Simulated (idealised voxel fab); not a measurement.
This section sets out a process module, namely voxel transistor to metal.
270 nm wide, 5 nm square cells: that's cross-section cut.
In what follows, cross-sections appear as grids of square cells, described through bands that run from the top down, where every band is one or more rows of cells.
Heights first: top, then bottom, in nm. Then materials, left to right, each with a width in nm. "edge to edge" on a single material: fills the band edge to edge. "blank": empty space.
Height reference: 0 = level under which incoming wafer is all one material. Lowest band: no bottom, runs on downward, e.g. "0..down".
Width: "30..40" (first number = top row, second number = bottom row, same change from row to row of cells).
Reading "no modifications" for a step: not a cell of the cross-section changed in it.
You'll see "Closed internal cavities" listing empty spaces that have no way open to the top, as long as they're 8 cells or more; the notation is width x height at distance, where the distance is from the left edge, and all of it is in nm.
Formally, on a step line, whatever follows the settings is a remark that the simulator itself makes on the step.
The setting "overlay nm" may be written on the line of a step. When the step uses a mask, the value reports how far to the right of the planned place the mask lay, and a negative value reports that it lay to the left.
Planned process steps
1,op RECEIVE | material Si
2,op CONFORMAL_DEP | material SiO2 | thk nm 5
3,op CONFORMAL_DEP | material SiN | thk nm 15
4,op PATTERN | tone cover | mask id ACTIVE | material resist | width nm 100 | pitch nm 130 | thk nm 20 | overlay nm 0
5,op DIRECTIONAL_ETCH | etch materials SiN | depth nm 15
6,op DIRECTIONAL_ETCH | etch materials SiO2 | depth nm 5
7,op DIRECTIONAL_ETCH | etch materials Si | depth nm 30
8,op STRIP | etch materials resist
9,op OXIDIZE | depth nm 5
10,op FILL_DEP | material SiO2 | thk nm 5
11,op CMP | height nm 20
12,op SELECTIVE_ETCH | etch materials SiO2 | depth nm 15
13,op STRIP | etch materials SiN
14,op SELECTIVE_ETCH | etch materials SiO2 | depth nm 5
15,op OXIDIZE | depth nm 5
16,op DIRECTIONAL_DEP | material polySi | thk nm 25
17,op DIRECTIONAL_DEP | material SiCN | thk nm 10
18,op MASKED_ETCH | tone cover | mask id GATE | width nm 20 | pitch nm 130 | etch materials SiCN | depth nm 20 | overlay nm 0
19,op MASKED_ETCH | tone cover | mask id GATE | width nm 20 | pitch nm 130 | etch materials polySi | depth nm 35 | overlay nm 0
20,op CONFORMAL_DEP | material SiO2 | thk nm 5
21,op DIRECTIONAL_ETCH | etch materials SiO2 | depth nm 5
22,op CONFORMAL_DEP | material SiN | thk nm 5
23,op DIRECTIONAL_ETCH | etch materials SiN | depth nm 5
24,op DIRECTIONAL_ETCH | etch materials SiO2 | depth nm 5
25,op DIRECTIONAL_ETCH | etch materials Si | depth nm 15
26,op EPI | material pSi | thk nm 20
27,op FILL_DEP | material SiO2 | thk nm 5
28,op CMP | height nm 35
29,op DIRECTIONAL_DEP | material SiO2 | thk nm 15
30,op MASKED_ETCH | tone open | mask id CONTACT | width nm 15 | etch materials SiO2 | depth nm 50 | overlay nm 0
31,op CONFORMAL_DEP | material TiN | thk nm 5
32,op FILL_DEP | material Ru | thk nm 10
33,op CMP | height nm 50
34,op CONFORMAL_DEP | material SiN | thk nm 5
35,op DIRECTIONAL_DEP | material lowk | thk nm 15
36,op PATTERN | tone open | mask id METAL_1 | material resist | width nm 15 | thk nm 20 | overlay nm 0
37,op DIRECTIONAL_ETCH | etch materials lowk | depth nm 15
38,op DIRECTIONAL_ETCH | etch materials SiN | depth nm 5
39,op STRIP | etch materials resist
40,op CONFORMAL_DEP | material TiN | thk nm 5
41,op FILL_DEP | material W | thk nm 5
42,op CMP | height nm 70
43,op EPI | material Ru | thk nm 5
44,op FILL_DEP | material SiCN | thk nm 5
Incoming wafer, cross-sectional view, post step 1
0..down = Si edge to edge
Closed internal cavities: none
Post-module cross-section of the first of two wafers (run per plan)
80..75 = SiCN edge to edge
75..70 = SiCN 20 | Ru 25 | SiCN 50 | Ru 25 | SiCN 30 | Ru 25 | SiCN 50 | Ru 25 | SiCN 20
70..55 = lowk 25 | TiN 5 | W 5 | TiN 5 | lowk 60 | TiN 5 | W 5 | TiN 5 | lowk 40 | TiN 5 | W 5 | TiN 5 | lowk 60 | TiN 5 | W 5 | TiN 5 | lowk 25
55..50 = SiN 25 | TiN 15 | SiN 60 | TiN 15 | SiN 40 | TiN 15 | SiN 60 | TiN 15 | SiN 25
50..35 = SiO2 25 | TiN 5 | Ru 5 | TiN 5 | SiO2 60 | TiN 5 | Ru 5 | TiN 5 | SiO2 40 | TiN 5 | Ru 5 | TiN 5 | SiO2 60 | TiN 5 | Ru 5 | TiN 5 | SiO2 25
35..25 = SiO2 25 | TiN 5 | Ru 5 | TiN 5 | SiO2 10 | SiN 5 | SiO2 5 | SiCN 20 | SiO2 5 | SiN 5 | SiO2 10 | TiN 5 | Ru 5 | TiN 5 | SiO2 40 | TiN 5 | Ru 5 | TiN 5 | SiO2 10 | SiN 5 | SiO2 5 | SiCN 20 | SiO2 5 | SiN 5 | SiO2 10 | TiN 5 | Ru 5 | TiN 5 | SiO2 25
25..20 = SiO2 25 | TiN 5 | Ru 5 | TiN 5 | SiO2 10 | SiN 5 | SiO2 5 | polySi 20 | SiO2 5 | SiN 5 | SiO2 10 | TiN 5 | Ru 5 | TiN 5 | SiO2 40 | TiN 5 | Ru 5 | TiN 5 | SiO2 10 | SiN 5 | SiO2 5 | polySi 20 | SiO2 5 | SiN 5 | SiO2 10 | TiN 5 | Ru 5 | TiN 5 | SiO2 25
20..15 = SiO2 25 | TiN 15 | SiO2 10 | SiN 5 | SiO2 5 | polySi 20 | SiO2 5 | SiN 5 | SiO2 10 | TiN 15 | SiO2 40 | TiN 15 | SiO2 10 | SiN 5 | SiO2 5 | polySi 20 | SiO2 5 | SiN 5 | SiO2 10 | TiN 15 | SiO2 25
15..0 = SiO2 25 | TiN 5 | pSi 20 | SiN 5 | SiO2 5 | polySi 20 | SiO2 5 | SiN 5 | pSi 20 | TiN 5 | SiO2 40 | TiN 5 | pSi 20 | SiN 5 | SiO2 5 | polySi 20 | SiO2 5 | SiN 5 | pSi 20 | TiN 5 | SiO2 25
0..-5 = SiO2 20 | pSi 30 | SiO2 40 | pSi 30 | SiO2 30 | pSi 30 | SiO2 40 | pSi 30 | SiO2 20
-5..-20 = SiO2 25 | pSi 25 | Si 40 | pSi 25 | SiO2 40 | pSi 25 | Si 40 | pSi 25 | SiO2 25
-20..-35 = SiO2 25 | Si 90 | SiO2 40 | Si 90 | SiO2 25
-35..down = Si edge to edge
Closed internal cavities: none
Wafer two, end of module, cross-section. Same start, same plan as wafer one. One mistake in the run
80..75 = SiCN edge to edge
75..70 = SiCN 20 | Ru 25 | SiCN 50 | Ru 25 | SiCN 30 | Ru 25 | SiCN 50 | Ru 25 | SiCN 20
70..55 = lowk 25 | TiN 5 | W 5 | TiN 5 | lowk 60 | TiN 5 | W 5 | TiN 5 | lowk 40 | TiN 5 | W 5 | TiN 5 | lowk 60 | TiN 5 | W 5 | TiN 5 | lowk 25
55..50 = SiN 25 | TiN 15 | SiN 60 | TiN 15 | SiN 40 | TiN 15 | SiN 60 | TiN 15 | SiN 25
50..35 = SiO2 25 | TiN 5 | Ru 5 | TiN 5 | SiO2 60 | TiN 5 | Ru 5 | TiN 5 | SiO2 40 | TiN 5 | Ru 5 | TiN 5 | SiO2 60 | TiN 5 | Ru 5 | TiN 5 | SiO2 25
35..25 = SiO2 25 | TiN 5 | Ru 5 | TiN 5 | SiO2 10 | SiN 5 | SiO2 5 | SiCN 25 | SiO2 5 | SiN 5 | SiO2 5 | TiN 5 | Ru 5 | TiN 5 | SiO2 40 | TiN 5 | Ru 5 | TiN 5 | SiO2 10 | SiN 5 | SiO2 5 | SiCN 25 | SiO2 5 | SiN 5 | SiO2 5 | TiN 5 | Ru 5 | TiN 5 | SiO2 25
25..20 = SiO2 25 | TiN 5 | Ru 5 | TiN 5 | SiO2 10 | SiN 5 | SiO2 5 | polySi 25 | SiO2 5 | SiN 5 | SiO2 5 | TiN 5 | Ru 5 | TiN 5 | SiO2 40 | TiN 5 | Ru 5 | TiN 5 | SiO2 10 | SiN 5 | SiO2 5 | polySi 25 | SiO2 5 | SiN 5 | SiO2 5 | TiN 5 | Ru 5 | TiN 5 | SiO2 25
20..15 = SiO2 25 | TiN 15 | SiO2 10 | SiN 5 | SiO2 5 | polySi 25 | SiO2 5 | SiN 5 | SiO2 5 | TiN 15 | SiO2 40 | TiN 15 | SiO2 10 | SiN 5 | SiO2 5 | polySi 25 | SiO2 5 | SiN 5 | SiO2 5 | TiN 15 | SiO2 25
15..0 = SiO2 25 | TiN 5 | pSi 20 | SiN 5 | SiO2 5 | polySi 25 | SiO2 5 | SiN 5 | pSi 20 | SiO2 40 | TiN 5 | pSi 20 | SiN 5 | SiO2 5 | polySi 25 | SiO2 5 | SiN 5 | pSi 20 | SiO2 25
0..-5 = SiO2 20 | pSi 30 | SiO2 45 | pSi 25 | SiO2 30 | pSi 30 | SiO2 45 | pSi 25 | SiO2 20
-5..-20 = SiO2 25 | pSi 25 | Si 45 | pSi 20 | SiO2 40 | pSi 25 | Si 45 | pSi 20 | SiO2 25
-20..-35 = SiO2 25 | Si 90 | SiO2 40 | Si 90 | SiO2 25
-35..down = Si edge to edge
Closed internal cavities: none
Run error: step 18 did not happen as planned, as run it was op MASKED_ETCH | tone cover | mask id GATE | width nm 25 | pitch nm 130 | etch materials SiCN | depth nm 20 | overlay nm 0
Final wafer comparison in cells, second versus first, more or fewer per material: Si +6; SiCN +4; SiO2 -6; TiN -6; pSi -8; polySi +10
